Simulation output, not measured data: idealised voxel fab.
Process module under the name voxel gate over fins
It is cross-section cut that appears here, measuring 150 nm in width, its square cells being 5 nm in size.
Notation: cross-section as square-cell grid; stated in bands, top first, going down; one or more cell rows per band.
A band entry consists of two parts. The first gives the height of the band's top and the height of its bottom, in nm. The rest lists the band's materials from left to right, each with its width in nm. A single material labelled with the word "all across" fills the band from edge to edge, and the word "air" marks empty space.
Counting heights begins at 0, where everything beneath is, in the wafer as received, one material. The lowest band has no bottom; it goes on downwards, as "z 0 and below" shows.
Per-row width for "30 to 40": begins at first number (top row of band), ends at second number (bottom row), increment between rows held constant.
Key: "nothing changed" - step with no changed cell in the cross-section.
Heads up: "Enclosed cavities" only lists the empty pockets with no open path to the top that are 8 cells or more, and it writes them as width x height at distance, distance from the left edge, in nm.
Formally, on a step line, whatever follows the settings is a remark that the simulator itself makes on the step.
overlay nm: how far to the right of its planned place the mask lay on this masked step (negative: to the left).
Guide to the pairs. Each holds a before and an after cross-section around one process step; the after cross-section is cut off at the lowest band that changed. Look under the pair for the step between them and its settings. Pairs can come from different runs of this module on the same starting wafer, so a pair follows on from the one above it only where its entry headed "before" says it does.
### before
z 0 and below  Si all across
Enclosed cavities: none
### After the Step
z 10 to 0  SiN all across
Everything below 0 is unchanged.
Enclosed cavities: none
Step linking the sections shown: CONFORMAL_DEP (material SiN; thk nm 10)
before: per the after cross-section of the pair just above.
### After the Step
z 25 to 10  50 nm air  15 nm resist  20 nm air  15 nm resist  50 nm air
Everything below 10 is unchanged.
Enclosed cavities: none
Step linking the sections shown: PATTERN (tone cover; mask id FINS; material resist; width nm 15; pitch nm 35; thk nm 15; overlay nm 0)
before: per the after cross-section of the pair just above.
### After the Step
z 25 to 10  50 nm air  15 nm resist  20 nm air  15 nm resist  50 nm air
z 10 to 0  50 nm air  15 nm SiN  20 nm air  15 nm SiN  50 nm air
Everything below 0 is unchanged.
Enclosed cavities: none
Step linking the sections shown: DIRECTIONAL_ETCH (etch materials SiN; depth nm 10)
before: per the after cross-section of the pair just above.
### After the Step
z 25 to 10  50 nm air  15 nm resist  20 nm air  15 nm resist  50 nm air
z 10 to 0  50 nm air  15 nm SiN  20 nm air  15 nm SiN  50 nm air
z 0 to -35  50 nm air  15 nm Si  20 nm air  15 nm Si  50 nm air
Everything below -35 is unchanged.
Enclosed cavities: none
Step linking the sections shown: DIRECTIONAL_ETCH (etch materials Si; depth nm 35)
before: per the after cross-section of the pair just above.
### After the Step
z 10 to 0  50 nm air  15 nm SiN  20 nm air  15 nm SiN  50 nm air
Everything below 0 is unchanged.
Enclosed cavities: none
Step linking the sections shown: STRIP (etch materials resist)
before: per the after cross-section of the pair just above.
### After the Step
z 10 to 0  50 nm air  15 nm SiN  20 nm air  15 nm SiN  50 nm air
z 0 to -35  50 nm air  5 nm SiO2  5 nm Si  5 nm SiO2  20 nm air  5 nm SiO2  5 nm Si  5 nm SiO2  50 nm air
z -35 to -40  55 nm SiO2  5 nm Si  30 nm SiO2  5 nm Si  55 nm SiO2
Everything below -40 is unchanged.
Enclosed cavities: none
Step linking the sections shown: OXIDIZE (depth nm 5)
before: per the after cross-section of the pair just above.
### After the Step
z 15 to 10  SiO2 all across
z 10 to 0  50 nm SiO2  15 nm SiN  20 nm SiO2  15 nm SiN  50 nm SiO2
z 0 to -40  55 nm SiO2  5 nm Si  30 nm SiO2  5 nm Si  55 nm SiO2
Everything below -40 is unchanged.
Enclosed cavities: none
Step linking the sections shown: FILL_DEP (material SiO2; thk nm 5)
before: per the after cross-section of the pair just above.
### After the Step
z 10 to 0  50 nm SiO2  15 nm SiN  20 nm SiO2  15 nm SiN  50 nm SiO2
Everything below 0 is unchanged.
Enclosed cavities: none
Step linking the sections shown: CMP (height nm 10)
before: per the after cross-section of the pair just above.
### After the Step
z 10 to 0  50 nm air  15 nm SiN  20 nm air  15 nm SiN  50 nm air
z 0 to -15  55 nm air  5 nm Si  30 nm air  5 nm Si  55 nm air
Everything below -15 is unchanged.
Enclosed cavities: none
Step linking the sections shown: SELECTIVE_ETCH (etch materials SiO2; depth nm 25)
before: per the after cross-section of the pair just above.
### After the Step
z 0 to -15  55 nm air  5 nm Si  30 nm air  5 nm Si  55 nm air
Everything below -15 is unchanged.
Enclosed cavities: none
Step linking the sections shown: STRIP (etch materials SiN)
before: per the after cross-section of the pair just above.
### After the Step
z 5 to 0  50 nm air  15 nm HfO2  20 nm air  15 nm HfO2  50 nm air
z 0 to -10  50 nm air  5 nm HfO2  5 nm Si  5 nm HfO2  20 nm air  5 nm HfO2  5 nm Si  5 nm HfO2  50 nm air
z -10 to -15  55 nm HfO2  5 nm Si  30 nm HfO2  5 nm Si  55 nm HfO2
Everything below -15 is unchanged.
Enclosed cavities: none
Step linking the sections shown: CONFORMAL_DEP (material HfO2; thk nm 5)
before: per the after cross-section of the pair just above.
### After the Step
z 10 to 5  45 nm air  25 nm TiN  10 nm air  25 nm TiN  45 nm air
z 5 to 0  45 nm air  5 nm TiN  15 nm HfO2  5 nm TiN  10 nm air  5 nm TiN  15 nm HfO2  5 nm TiN  45 nm air
z 0 to -5  45 nm air  5 nm TiN  5 nm HfO2  5 nm Si  5 nm HfO2  5 nm TiN  10 nm air  5 nm TiN  5 nm HfO2  5 nm Si  5 nm HfO2  5 nm TiN  45 nm air
z -5 to -10  50 nm TiN  5 nm HfO2  5 nm Si  5 nm HfO2  20 nm TiN  5 nm HfO2  5 nm Si  5 nm HfO2  50 nm TiN
Everything below -10 is unchanged.
Enclosed cavities: none
Step linking the sections shown: CONFORMAL_DEP (material TiN; thk nm 5)
before: per the after cross-section of the pair just above.
### After the Step
z 25 to 10  W all across
z 10 to 5  45 nm W  25 nm TiN  10 nm W  25 nm TiN  45 nm W
z 5 to 0  45 nm W  5 nm TiN  15 nm HfO2  5 nm TiN  10 nm W  5 nm TiN  15 nm HfO2  5 nm TiN  45 nm W
z 0 to -5  45 nm W  5 nm TiN  5 nm HfO2  5 nm Si  5 nm HfO2  5 nm TiN  10 nm W  5 nm TiN  5 nm HfO2  5 nm Si  5 nm HfO2  5 nm TiN  45 nm W
Everything below -5 is unchanged.
Enclosed cavities: none
Step linking the sections shown: FILL_DEP (material W; thk nm 15)
before: per the after cross-section of the pair just above.
### After the Step
z 20 to 10  W all across
Everything below 10 is unchanged.
Enclosed cavities: none
Step linking the sections shown: CMP (height nm 20)
before: per the after cross-section of the pair just above.
### After the Step
z 30 to 20  SiCN all across
Everything below 20 is unchanged.
Enclosed cavities: none
Step linking the sections shown: CONFORMAL_DEP (material SiCN; thk nm 10)
### before
z 0 to -15  55 nm air  5 nm Si  30 nm air  5 nm Si  55 nm air
z -15 to -40  55 nm SiO2  5 nm Si  30 nm SiO2  5 nm Si  55 nm SiO2
z -40 and below  Si all across
Enclosed cavities: none
### After the Step
z 5 to 0  50 nm air  15 nm TiN  20 nm air  15 nm TiN  50 nm air
z 0 to -10  50 nm air  5 nm TiN  5 nm Si  5 nm TiN  20 nm air  5 nm TiN  5 nm Si  5 nm TiN  50 nm air
z -10 to -15  55 nm TiN  5 nm Si  30 nm TiN  5 nm Si  55 nm TiN
Everything below -15 is unchanged.
Enclosed cavities: none
Step linking the sections shown: CONFORMAL_DEP (material TiN; thk nm 5)
before: per the after cross-section of the pair just above.
### After the Step
z 20 to 5  W all across
z 5 to 0  50 nm W  15 nm TiN  20 nm W  15 nm TiN  50 nm W
z 0 to -10  50 nm W  5 nm TiN  5 nm Si  5 nm TiN  20 nm W  5 nm TiN  5 nm Si  5 nm TiN  50 nm W
Everything below -10 is unchanged.
Enclosed cavities: none
Step linking the sections shown: FILL_DEP (material W; thk nm 15)
before: per the after cross-section of the pair just above.
### After the Step
z 30 to 20  SiCN all across
Everything below 20 is unchanged.
Enclosed cavities: none
Step linking the sections shown: CONFORMAL_DEP (material SiCN; thk nm 10)
### before
z 10 to 0  50 nm air  15 nm SiN  20 nm air  15 nm SiN  50 nm air
z 0 to -15  55 nm air  5 nm Si  30 nm air  5 nm Si  55 nm air
z -15 to -40  55 nm SiO2  5 nm Si  30 nm SiO2  5 nm Si  55 nm SiO2
z -40 and below  Si all across
Enclosed cavities: none
### After the Step
z 10 to 0  50 nm air  15 nm SiN  20 nm air  15 nm SiN  50 nm air
z 0 to -40  55 nm air  5 nm Si  30 nm air  5 nm Si  55 nm air
Everything below -40 is unchanged.
Enclosed cavities: none
Step linking the sections shown: SELECTIVE_ETCH (etch materials SiO2; depth nm 25)
before: per the after cross-section of the pair just above.
### After the Step
z 0 to -40  55 nm air  5 nm Si  30 nm air  5 nm Si  55 nm air
Everything below -40 is unchanged.
Enclosed cavities: none
Step linking the sections shown: STRIP (etch materials SiN)
before: per the after cross-section of the pair just above.
### After the Step
z 5 to 0  50 nm air  15 nm HfO2  20 nm air  15 nm HfO2  50 nm air
z 0 to -35  50 nm air  5 nm HfO2  5 nm Si  5 nm HfO2  20 nm air  5 nm HfO2  5 nm Si  5 nm HfO2  50 nm air
z -35 to -40  55 nm HfO2  5 nm Si  30 nm HfO2  5 nm Si  55 nm HfO2
Everything below -40 is unchanged.
Enclosed cavities: none
Step linking the sections shown: CONFORMAL_DEP (material HfO2; thk nm 5)
before: per the after cross-section of the pair just above.
### After the Step
z 10 to 5  45 nm air  25 nm TiN  10 nm air  25 nm TiN  45 nm air
z 5 to 0  45 nm air  5 nm TiN  15 nm HfO2  5 nm TiN  10 nm air  5 nm TiN  15 nm HfO2  5 nm TiN  45 nm air
z 0 to -30  45 nm air  5 nm TiN  5 nm HfO2  5 nm Si  5 nm HfO2  5 nm TiN  10 nm air  5 nm TiN  5 nm HfO2  5 nm Si  5 nm HfO2  5 nm TiN  45 nm air
z -30 to -35  50 nm TiN  5 nm HfO2  5 nm Si  5 nm HfO2  20 nm TiN  5 nm HfO2  5 nm Si  5 nm HfO2  50 nm TiN
Everything below -35 is unchanged.
Enclosed cavities: none
Step linking the sections shown: CONFORMAL_DEP (material TiN; thk nm 5)
before: per the after cross-section of the pair just above.
### After the Step
z 25 to 10  W all across
z 10 to 5  45 nm W  25 nm TiN  10 nm W  25 nm TiN  45 nm W
z 5 to 0  45 nm W  5 nm TiN  15 nm HfO2  5 nm TiN  10 nm W  5 nm TiN  15 nm HfO2  5 nm TiN  45 nm W
z 0 to -30  45 nm W  5 nm TiN  5 nm HfO2  5 nm Si  5 nm HfO2  5 nm TiN  10 nm W  5 nm TiN  5 nm HfO2  5 nm Si  5 nm HfO2  5 nm TiN  45 nm W
Everything below -30 is unchanged.
Enclosed cavities: none
Step linking the sections shown: FILL_DEP (material W; thk nm 15)
before: per the after cross-section of the pair just above.
### After the Step
z 20 to 10  W all across
Everything below 10 is unchanged.
Enclosed cavities: none
Step linking the sections shown: CMP (height nm 20)
before: per the after cross-section of the pair just above.
### After the Step
z 30 to 20  SiCN all across
Everything below 20 is unchanged.
Enclosed cavities: none
Step linking the sections shown: CONFORMAL_DEP (material SiCN; thk nm 10)
### before
z 5 to 0  50 nm air  15 nm TiN  20 nm air  15 nm TiN  50 nm air
z 0 to -10  50 nm air  5 nm TiN  5 nm Si  5 nm TiN  20 nm air  5 nm TiN  5 nm Si  5 nm TiN  50 nm air
z -10 to -15  55 nm TiN  5 nm Si  30 nm TiN  5 nm Si  55 nm TiN
z -15 to -40  55 nm SiO2  5 nm Si  30 nm SiO2  5 nm Si  55 nm SiO2
z -40 and below  Si all across
Enclosed cavities: none
### After the Step
z 10 to 5  45 nm air  25 nm HfO2  10 nm air  25 nm HfO2  45 nm air
z 5 to 0  45 nm air  5 nm HfO2  15 nm TiN  5 nm HfO2  10 nm air  5 nm HfO2  15 nm TiN  5 nm HfO2  45 nm air
z 0 to -5  45 nm air  5 nm HfO2  5 nm TiN  5 nm Si  5 nm TiN  5 nm HfO2  10 nm air  5 nm HfO2  5 nm TiN  5 nm Si  5 nm TiN  5 nm HfO2  45 nm air
z -5 to -10  50 nm HfO2  5 nm TiN  5 nm Si  5 nm TiN  20 nm HfO2  5 nm TiN  5 nm Si  5 nm TiN  50 nm HfO2
Everything below -10 is unchanged.
Enclosed cavities: none
Step linking the sections shown: CONFORMAL_DEP (material HfO2; thk nm 5)
before: per the after cross-section of the pair just above.
### After the Step
z 25 to 10  W all across
z 10 to 5  45 nm W  25 nm HfO2  10 nm W  25 nm HfO2  45 nm W
z 5 to 0  45 nm W  5 nm HfO2  15 nm TiN  5 nm HfO2  10 nm W  5 nm HfO2  15 nm TiN  5 nm HfO2  45 nm W
z 0 to -5  45 nm W  5 nm HfO2  5 nm TiN  5 nm Si  5 nm TiN  5 nm HfO2  10 nm W  5 nm HfO2  5 nm TiN  5 nm Si  5 nm TiN  5 nm HfO2  45 nm W
Everything below -5 is unchanged.
Enclosed cavities: none
Step linking the sections shown: FILL_DEP (material W; thk nm 15)
before: per the after cross-section of the pair just above.
### After the Step
z 20 to 10  W all across
Everything below 10 is unchanged.
Enclosed cavities: none
Step linking the sections shown: CMP (height nm 20)
before: per the after cross-section of the pair just above.
### After the Step
z 30 to 20  SiCN all across
Everything below 20 is unchanged.
Enclosed cavities: none
Step linking the sections shown: CONFORMAL_DEP (material SiCN; thk nm 10)
### before
z 10 to 0  50 nm SiO2  15 nm SiN  20 nm SiO2  15 nm SiN  50 nm SiO2
z 0 to -40  55 nm SiO2  5 nm Si  30 nm SiO2  5 nm Si  55 nm SiO2
z -40 and below  Si all across
Enclosed cavities: none
### After the Step
z 10 to 0  50 nm air  15 nm SiN  20 nm air  15 nm SiN  50 nm air
z 0 to -5  55 nm air  5 nm Si  30 nm air  5 nm Si  55 nm air
Everything below -5 is unchanged.
Enclosed cavities: none
Step linking the sections shown: SELECTIVE_ETCH (etch materials SiO2; depth nm 15)
before: per the after cross-section of the pair just above.
### After the Step
z 0 to -5  55 nm air  5 nm Si  30 nm air  5 nm Si  55 nm air
Everything below -5 is unchanged.
Enclosed cavities: none
Step linking the sections shown: STRIP (etch materials SiN)
before: per the after cross-section of the pair just above.
### After the Step
z 5 to 0  50 nm air  15 nm HfO2  20 nm air  15 nm HfO2  50 nm air
z 0 to -5  55 nm HfO2  5 nm Si  30 nm HfO2  5 nm Si  55 nm HfO2
Everything below -5 is unchanged.
Enclosed cavities: none
Step linking the sections shown: CONFORMAL_DEP (material HfO2; thk nm 5)
before: per the after cross-section of the pair just above.
### After the Step
z 10 to 5  45 nm air  25 nm TiN  10 nm air  25 nm TiN  45 nm air
z 5 to 0  50 nm TiN  15 nm HfO2  20 nm TiN  15 nm HfO2  50 nm TiN
Everything below 0 is unchanged.
Enclosed cavities: none
Step linking the sections shown: CONFORMAL_DEP (material TiN; thk nm 5)
before: per the after cross-section of the pair just above.
### After the Step
z 25 to 10  W all across
z 10 to 5  45 nm W  25 nm TiN  10 nm W  25 nm TiN  45 nm W
Everything below 5 is unchanged.
Enclosed cavities: none
Step linking the sections shown: FILL_DEP (material W; thk nm 15)
before: per the after cross-section of the pair just above.
### After the Step
z 20 to 10  W all across
Everything below 10 is unchanged.
Enclosed cavities: none
Step linking the sections shown: CMP (height nm 20)
before: per the after cross-section of the pair just above.
### After the Step
z 30 to 20  SiCN all across
Everything below 20 is unchanged.
Enclosed cavities: none
Step linking the sections shown: CONFORMAL_DEP (material SiCN; thk nm 10)
### before
z 10 to 0  SiN all across
z 0 and below  Si all across
Enclosed cavities: none
### After the Step
z 25 to 10  50 nm air  20 nm resist  15 nm air  20 nm resist  45 nm air
Everything below 10 is unchanged.
Enclosed cavities: none
Step linking the sections shown: PATTERN (tone cover; mask id FINS; material resist; width nm 20; pitch nm 35; thk nm 15; overlay nm 0)
before: per the after cross-section of the pair just above.
### After the Step
z 25 to 10  50 nm air  20 nm resist  15 nm air  20 nm resist  45 nm air
z 10 to 0  50 nm air  20 nm SiN  15 nm air  20 nm SiN  45 nm air
Everything below 0 is unchanged.
Enclosed cavities: none
Step linking the sections shown: DIRECTIONAL_ETCH (etch materials SiN; depth nm 10)
before: per the after cross-section of the pair just above.
### After the Step
z 25 to 10  50 nm air  20 nm resist  15 nm air  20 nm resist  45 nm air
z 10 to 0  50 nm air  20 nm SiN  15 nm air  20 nm SiN  45 nm air
z 0 to -35  50 nm air  20 nm Si  15 nm air  20 nm Si  45 nm air
Everything below -35 is unchanged.
Enclosed cavities: none
Step linking the sections shown: DIRECTIONAL_ETCH (etch materials Si; depth nm 35)
before: per the after cross-section of the pair just above.
### After the Step
z 10 to 0  50 nm air  20 nm SiN  15 nm air  20 nm SiN  45 nm air
Everything below 0 is unchanged.
Enclosed cavities: none
Step linking the sections shown: STRIP (etch materials resist)
before: per the after cross-section of the pair just above.
### After the Step
z 10 to 0  50 nm air  20 nm SiN  15 nm air  20 nm SiN  45 nm air
z 0 to -35  50 nm air  5 nm SiO2  10 nm Si  5 nm SiO2  15 nm air  5 nm SiO2  10 nm Si  5 nm SiO2  45 nm air
z -35 to -40  55 nm SiO2  10 nm Si  25 nm SiO2  10 nm Si  50 nm SiO2
Everything below -40 is unchanged.
Enclosed cavities: none
Step linking the sections shown: OXIDIZE (depth nm 5)
before: per the after cross-section of the pair just above.
### After the Step
z 15 to 10  SiO2 all across
z 10 to 0  50 nm SiO2  20 nm SiN  15 nm SiO2  20 nm SiN  45 nm SiO2
z 0 to -40  55 nm SiO2  10 nm Si  25 nm SiO2  10 nm Si  50 nm SiO2
Everything below -40 is unchanged.
Enclosed cavities: none
Step linking the sections shown: FILL_DEP (material SiO2; thk nm 5)
before: per the after cross-section of the pair just above.
### After the Step
z 10 to 0  50 nm SiO2  20 nm SiN  15 nm SiO2  20 nm SiN  45 nm SiO2
Everything below 0 is unchanged.
Enclosed cavities: none
Step linking the sections shown: CMP (height nm 10)
before: per the after cross-section of the pair just above.
### After the Step
z 10 to 0  50 nm air  20 nm SiN  15 nm air  20 nm SiN  45 nm air
z 0 to -15  55 nm air  10 nm Si  25 nm air  10 nm Si  50 nm air
Everything below -15 is unchanged.
Enclosed cavities: none
Step linking the sections shown: SELECTIVE_ETCH (etch materials SiO2; depth nm 25)
before: per the after cross-section of the pair just above.
### After the Step
z 0 to -15  55 nm air  10 nm Si  25 nm air  10 nm Si  50 nm air
Everything below -15 is unchanged.
Enclosed cavities: none
Step linking the sections shown: STRIP (etch materials SiN)
before: per the after cross-section of the pair just above.
### After the Step
z 5 to 0  50 nm air  20 nm HfO2  15 nm air  20 nm HfO2  45 nm air
z 0 to -10  50 nm air  5 nm HfO2  10 nm Si  5 nm HfO2  15 nm air  5 nm HfO2  10 nm Si  5 nm HfO2  45 nm air
z -10 to -15  55 nm HfO2  10 nm Si  25 nm HfO2  10 nm Si  50 nm HfO2
Everything below -15 is unchanged.
Enclosed cavities: none
Step linking the sections shown: CONFORMAL_DEP (material HfO2; thk nm 5)
before: per the after cross-section of the pair just above.
### After the Step
z 10 to 5  45 nm air  30 nm TiN  5 nm air  30 nm TiN  40 nm air
z 5 to 0  45 nm air  5 nm TiN  20 nm HfO2  5 nm TiN  5 nm air  5 nm TiN  20 nm HfO2  5 nm TiN  40 nm air
z 0 to -5  45 nm air  5 nm TiN  5 nm HfO2  10 nm Si  5 nm HfO2  5 nm TiN  5 nm air  5 nm TiN  5 nm HfO2  10 nm Si  5 nm HfO2  5 nm TiN  40 nm air
z -5 to -10  50 nm TiN  5 nm HfO2  10 nm Si  5 nm HfO2  15 nm TiN  5 nm HfO2  10 nm Si  5 nm HfO2  45 nm TiN
Everything below -10 is unchanged.
Enclosed cavities: none
Step linking the sections shown: CONFORMAL_DEP (material TiN; thk nm 5)
before: per the after cross-section of the pair just above.
### After the Step
z 25 to 10  W all across
z 10 to 5  45 nm W  30 nm TiN  5 nm W  30 nm TiN  40 nm W
z 5 to 0  45 nm W  5 nm TiN  20 nm HfO2  5 nm TiN  5 nm W  5 nm TiN  20 nm HfO2  5 nm TiN  40 nm W
z 0 to -5  45 nm W  5 nm TiN  5 nm HfO2  10 nm Si  5 nm HfO2  5 nm TiN  5 nm W  5 nm TiN  5 nm HfO2  10 nm Si  5 nm HfO2  5 nm TiN  40 nm W
Everything below -5 is unchanged.
Enclosed cavities: none
Step linking the sections shown: FILL_DEP (material W; thk nm 15)
before: per the after cross-section of the pair just above.
### After the Step
z 20 to 10  W all across
Everything below 10 is unchanged.
Enclosed cavities: none
Step linking the sections shown: CMP (height nm 20)
before: per the after cross-section of the pair just above.
### After the Step
z 30 to 20  SiCN all across
Everything below 20 is unchanged.
Enclosed cavities: none
Step linking the sections shown: CONFORMAL_DEP (material SiCN; thk nm 10)
### before
z 10 to 0  SiN all across
z 0 and below  Si all across
Enclosed cavities: none
### After the Step
z 25 to 10  40 nm air  15 nm resist  20 nm air  15 nm resist  60 nm air
Everything below 10 is unchanged.
Enclosed cavities: none
Step linking the sections shown: PATTERN (tone cover; mask id FINS; material resist; width nm 15; pitch nm 35; thk nm 15; overlay nm -10)
before: per the after cross-section of the pair just above.
### After the Step
z 25 to 10  40 nm air  15 nm resist  20 nm air  15 nm resist  60 nm air
z 10 to 0  40 nm air  15 nm SiN  20 nm air  15 nm SiN  60 nm air
Everything below 0 is unchanged.
Enclosed cavities: none
Step linking the sections shown: DIRECTIONAL_ETCH (etch materials SiN; depth nm 10)
before: per the after cross-section of the pair just above.
### After the Step
z 25 to 10  40 nm air  15 nm resist  20 nm air  15 nm resist  60 nm air
z 10 to 0  40 nm air  15 nm SiN  20 nm air  15 nm SiN  60 nm air
z 0 to -35  40 nm air  15 nm Si  20 nm air  15 nm Si  60 nm air
Everything below -35 is unchanged.
Enclosed cavities: none
Step linking the sections shown: DIRECTIONAL_ETCH (etch materials Si; depth nm 35)
before: per the after cross-section of the pair just above.
### After the Step
z 10 to 0  40 nm air  15 nm SiN  20 nm air  15 nm SiN  60 nm air
Everything below 0 is unchanged.
Enclosed cavities: none
Step linking the sections shown: STRIP (etch materials resist)
before: per the after cross-section of the pair just above.
### After the Step
z 10 to 0  40 nm air  15 nm SiN  20 nm air  15 nm SiN  60 nm air
z 0 to -35  40 nm air  5 nm SiO2  5 nm Si  5 nm SiO2  20 nm air  5 nm SiO2  5 nm Si  5 nm SiO2  60 nm air
z -35 to -40  45 nm SiO2  5 nm Si  30 nm SiO2  5 nm Si  65 nm SiO2
Everything below -40 is unchanged.
Enclosed cavities: none
Step linking the sections shown: OXIDIZE (depth nm 5)
before: per the after cross-section of the pair just above.
### After the Step
z 15 to 10  SiO2 all across
z 10 to 0  40 nm SiO2  15 nm SiN  20 nm SiO2  15 nm SiN  60 nm SiO2
z 0 to -40  45 nm SiO2  5 nm Si  30 nm SiO2  5 nm Si  65 nm SiO2
Everything below -40 is unchanged.
Enclosed cavities: none
Step linking the sections shown: FILL_DEP (material SiO2; thk nm 5)
before: per the after cross-section of the pair just above.
### After the Step
z 10 to 0  40 nm SiO2  15 nm SiN  20 nm SiO2  15 nm SiN  60 nm SiO2
Everything below 0 is unchanged.
Enclosed cavities: none
Step linking the sections shown: CMP (height nm 10)
before: per the after cross-section of the pair just above.
### After the Step
z 10 to 0  40 nm air  15 nm SiN  20 nm air  15 nm SiN  60 nm air
z 0 to -15  45 nm air  5 nm Si  30 nm air  5 nm Si  65 nm air
Everything below -15 is unchanged.
Enclosed cavities: none
Step linking the sections shown: SELECTIVE_ETCH (etch materials SiO2; depth nm 25)
before: per the after cross-section of the pair just above.
### After the Step
z 0 to -15  45 nm air  5 nm Si  30 nm air  5 nm Si  65 nm air
Everything below -15 is unchanged.
Enclosed cavities: none
Step linking the sections shown: STRIP (etch materials SiN)
before: per the after cross-section of the pair just above.
### After the Step
z 5 to 0  40 nm air  15 nm HfO2  20 nm air  15 nm HfO2  60 nm air
z 0 to -10  40 nm air  5 nm HfO2  5 nm Si  5 nm HfO2  20 nm air  5 nm HfO2  5 nm Si  5 nm HfO2  60 nm air
z -10 to -15  45 nm HfO2  5 nm Si  30 nm HfO2  5 nm Si  65 nm HfO2
Everything below -15 is unchanged.
Enclosed cavities: none
Step linking the sections shown: CONFORMAL_DEP (material HfO2; thk nm 5)
before: per the after cross-section of the pair just above.
### After the Step
z 10 to 5  35 nm air  25 nm TiN  10 nm air  25 nm TiN  55 nm air
z 5 to 0  35 nm air  5 nm TiN  15 nm HfO2  5 nm TiN  10 nm air  5 nm TiN  15 nm HfO2  5 nm TiN  55 nm air
z 0 to -5  35 nm air  5 nm TiN  5 nm HfO2  5 nm Si  5 nm HfO2  5 nm TiN  10 nm air  5 nm TiN  5 nm HfO2  5 nm Si  5 nm HfO2  5 nm TiN  55 nm air
z -5 to -10  40 nm TiN  5 nm HfO2  5 nm Si  5 nm HfO2  20 nm TiN  5 nm HfO2  5 nm Si  5 nm HfO2  60 nm TiN
Everything below -10 is unchanged.
Enclosed cavities: none
Step linking the sections shown: CONFORMAL_DEP (material TiN; thk nm 5)
before: per the after cross-section of the pair just above.
### After the Step
z 25 to 10  W all across
z 10 to 5  35 nm W  25 nm TiN  10 nm W  25 nm TiN  55 nm W
z 5 to 0  35 nm W  5 nm TiN  15 nm HfO2  5 nm TiN  10 nm W  5 nm TiN  15 nm HfO2  5 nm TiN  55 nm W
z 0 to -5  35 nm W  5 nm TiN  5 nm HfO2  5 nm Si  5 nm HfO2  5 nm TiN  10 nm W  5 nm TiN  5 nm HfO2  5 nm Si  5 nm HfO2  5 nm TiN  55 nm W
Everything below -5 is unchanged.
Enclosed cavities: none
Step linking the sections shown: FILL_DEP (material W; thk nm 15)
before: per the after cross-section of the pair just above.
### After the Step
z 20 to 10  W all across
Everything below 10 is unchanged.
Enclosed cavities: none
Step linking the sections shown: CMP (height nm 20)
before: per the after cross-section of the pair just above.
### After the Step
z 30 to 20  SiCN all across
Everything below 20 is unchanged.
Enclosed cavities: none
Step linking the sections shown: CONFORMAL_DEP (material SiCN; thk nm 10)
### before
z 0 and below  Si all across
Enclosed cavities: none
### After the Step
z 10 to 0  SiCN all across
Everything below 0 is unchanged.
Enclosed cavities: none
Step linking the sections shown: CONFORMAL_DEP (material SiCN; thk nm 10)
before: per the after cross-section of the pair just above.
### After the Step
z 25 to 10  50 nm air  15 nm resist  20 nm air  15 nm resist  50 nm air
Everything below 10 is unchanged.
Enclosed cavities: none
Step linking the sections shown: PATTERN (tone cover; mask id FINS; material resist; width nm 15; pitch nm 35; thk nm 15; overlay nm 0)
before: per the after cross-section of the pair just above.
### After the Step
z 10 to 0  SiCN all across
Everything below 0 is unchanged.
Enclosed cavities: none
Step linking the sections shown: STRIP (etch materials resist)
before: per the after cross-section of the pair just above.
### After the Step
z 15 to 10  SiO2 all across
Everything below 10 is unchanged.
Enclosed cavities: none
Step linking the sections shown: FILL_DEP (material SiO2; thk nm 5)
before: per the after cross-section of the pair just above.
### After the Step
z 10 to 0  SiCN all across
Everything below 0 is unchanged.
Enclosed cavities: none
Step linking the sections shown: CMP (height nm 10)
before: per the after cross-section of the pair just above.
### After the Step
z 15 to 10  HfO2 all across
Everything below 10 is unchanged.
Enclosed cavities: none
Step linking the sections shown: CONFORMAL_DEP (material HfO2; thk nm 5)
before: per the after cross-section of the pair just above.
### After the Step
z 20 to 15  TiN all across
Everything below 15 is unchanged.
Enclosed cavities: none
Step linking the sections shown: CONFORMAL_DEP (material TiN; thk nm 5)
before: per the after cross-section of the pair just above.
### After the Step
z 35 to 20  W all across
Everything below 20 is unchanged.
Enclosed cavities: none
Step linking the sections shown: FILL_DEP (material W; thk nm 15)
before: per the after cross-section of the pair just above.
### After the Step
z 20 to 15  TiN all across
Everything below 15 is unchanged.
Enclosed cavities: none
Step linking the sections shown: CMP (height nm 20)
before: per the after cross-section of the pair just above.
### After the Step
z 30 to 20  SiCN all across
Everything below 20 is unchanged.
Enclosed cavities: none
Step linking the sections shown: CONFORMAL_DEP (material SiCN; thk nm 10)
### before
z 10 to 0  SiN all across
z 0 and below  Si all across
Enclosed cavities: none
### After the Step
z 25 to 10  50 nm resist  15 nm air  20 nm resist  15 nm air  50 nm resist
Everything below 10 is unchanged.
Enclosed cavities: none
Step linking the sections shown: PATTERN (tone open; mask id FINS; material resist; width nm 15; pitch nm 35; thk nm 15; overlay nm 0)
before: per the after cross-section of the pair just above.
### After the Step
z 25 to 10  50 nm resist  15 nm air  20 nm resist  15 nm air  50 nm resist
z 10 to 0  50 nm SiN  15 nm air  20 nm SiN  15 nm air  50 nm SiN
Everything below 0 is unchanged.
Enclosed cavities: none
Step linking the sections shown: DIRECTIONAL_ETCH (etch materials SiN; depth nm 10)
before: per the after cross-section of the pair just above.
### After the Step
z 25 to 10  50 nm resist  15 nm air  20 nm resist  15 nm air  50 nm resist
z 10 to 0  50 nm SiN  15 nm air  20 nm SiN  15 nm air  50 nm SiN
z 0 to -35  50 nm Si  15 nm air  20 nm Si  15 nm air  50 nm Si
Everything below -35 is unchanged.
Enclosed cavities: none
Step linking the sections shown: DIRECTIONAL_ETCH (etch materials Si; depth nm 35)
before: per the after cross-section of the pair just above.
### After the Step
z 10 to 0  50 nm SiN  15 nm air  20 nm SiN  15 nm air  50 nm SiN
Everything below 0 is unchanged.
Enclosed cavities: none
Step linking the sections shown: STRIP (etch materials resist)
before: per the after cross-section of the pair just above.
### After the Step
z 10 to 0  50 nm SiN  15 nm air  20 nm SiN  15 nm air  50 nm SiN
z 0 to -35  45 nm Si  5 nm SiO2  15 nm air  5 nm SiO2  10 nm Si  5 nm SiO2  15 nm air  5 nm SiO2  45 nm Si
z -35 to -40  45 nm Si  25 nm SiO2  10 nm Si  25 nm SiO2  45 nm Si
Everything below -40 is unchanged.
Enclosed cavities: none
Step linking the sections shown: OXIDIZE (depth nm 5)
before: per the after cross-section of the pair just above.
### After the Step
z 15 to 10  SiO2 all across
z 10 to 0  50 nm SiN  15 nm SiO2  20 nm SiN  15 nm SiO2  50 nm SiN
z 0 to -40  45 nm Si  25 nm SiO2  10 nm Si  25 nm SiO2  45 nm Si
Everything below -40 is unchanged.
Enclosed cavities: none
Step linking the sections shown: FILL_DEP (material SiO2; thk nm 5)
before: per the after cross-section of the pair just above.
### After the Step
z 10 to 0  50 nm SiN  15 nm SiO2  20 nm SiN  15 nm SiO2  50 nm SiN
Everything below 0 is unchanged.
Enclosed cavities: none
Step linking the sections shown: CMP (height nm 10)
